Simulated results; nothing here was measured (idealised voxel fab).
Process module in this document: voxel wiring stack
Shown is cross-section cut, with a width of 140 nm and square cells of size 5 nm.
When this document writes out a cross-section, it uses a grid of square cells and lists it as bands, beginning at the top and moving down, with a band standing for one or more rows of cells. In this notation a band is specified by the heights of its top and bottom, in that order and in nm, after which its materials appear from left to right, each paired with its width in nm. The word "all across" attached to a single material means that material fills the band from edge to edge; the word "empty" stands for empty space. Height 0 is the level under which the wafer as received is all one material. The lowest band goes on downwards, as in "0 down". It should be noted that a width expressed as "30..40" varies in equal increments from row to row of cells within the band, taking the value of the first number at the top row and that of the second number at the bottom row. "nothing got changed" (step): cross-section cells unchanged, all of them. You'll see "Voids lacking openings" listing empty spaces that have no way open to the top, as long as they're 8 cells or more; the notation is width x height at distance, where the distance is from the left edge, and all of it is in nm. Formally, on a step line, whatever follows the settings is a remark that the simulator itself makes on the step. overlay nm: step with mask; distance mask lay right of planned place; negative value = left of planned place.
**Process steps foreseen in the plan**
1: RECEIVE,material Si
2: CONFORMAL_DEP,material SiO2,thk nm 15
3: DIRECTIONAL_DEP,material TiN,thk nm 5
4: DIRECTIONAL_DEP,material W,thk nm 15
5: PATTERN,tone cover,mask id METAL_1,material resist,width nm 20,pitch nm 40,thk nm 20,overlay nm 0
6: DIRECTIONAL_ETCH,etch materials W,depth nm 15
7: DIRECTIONAL_ETCH,etch materials TiN,depth nm 5
8: STRIP,etch materials resist
9: FILL_DEP,material SiO2,thk nm 5
10: CMP,height nm 35
11: CONFORMAL_DEP,material SiCN,thk nm 5
12: DIRECTIONAL_DEP,material lowk,thk nm 35
13: MASKED_ETCH,tone open,mask id METAL_2_HOLES,width nm 15,pitch nm 40,etch materials lowk,depth nm 35,overlay nm 0
14: PATTERN,tone open,mask id METAL_2,material resist,width nm 20,pitch nm 40,thk nm 15,overlay nm 0
15: DIRECTIONAL_ETCH,etch materials lowk,depth nm 20
16: DIRECTIONAL_ETCH,etch materials SiCN,depth nm 5
17: STRIP,etch materials resist
18: CONFORMAL_DEP,material TiN,thk nm 5
19: FILL_DEP,material Ru,thk nm 5
20: CMP,height nm 75
21: CONFORMAL_DEP,material SiN,thk nm 5
**as received, after step 1**
0 down = Si all across
Voids lacking openings: none
**What the wafer looks like in cross-section after this module, when it starts as shown above and follows the plan above but one mistake is made in running it**
80 to 75 = SiN all across
75 to 60 = lowk 20 | TiN 5 | Ru 10 | TiN 5 | lowk 20 | TiN 5 | Ru 10 | TiN 5 | lowk 20 | TiN 5 | Ru 10 | TiN 5 | lowk 20
60 to 55 = lowk 20 | TiN 10 | Ru 5 | TiN 5 | lowk 20 | TiN 10 | Ru 5 | TiN 5 | lowk 20 | TiN 10 | Ru 5 | TiN 5 | lowk 20
55 to 40 = lowk 25 | TiN 5 | Ru 5 | TiN 5 | lowk 25 | TiN 5 | Ru 5 | TiN 5 | lowk 25 | TiN 5 | Ru 5 | TiN 5 | lowk 20
40 to 35 = SiCN 25 | TiN 15 | SiCN 25 | TiN 15 | SiCN 25 | TiN 15 | SiCN 20
35 to 20 = SiO2 20 | W 20 | SiO2 20 | W 20 | SiO2 20 | W 20 | SiO2 20
20 to 15 = SiO2 20 | TiN 20 | SiO2 20 | TiN 20 | SiO2 20 | TiN 20 | SiO2 20
15 to 0 = SiO2 all across
0 down = Si all across
Voids lacking openings: none
Where did the run depart from the plan? note that step 13 departed from the planned setting and was carried out as MASKED_ETCH,tone open,mask id METAL_2_HOLES,width nm 15,pitch nm 40,etch materials lowk,depth nm 35,overlay nm 5
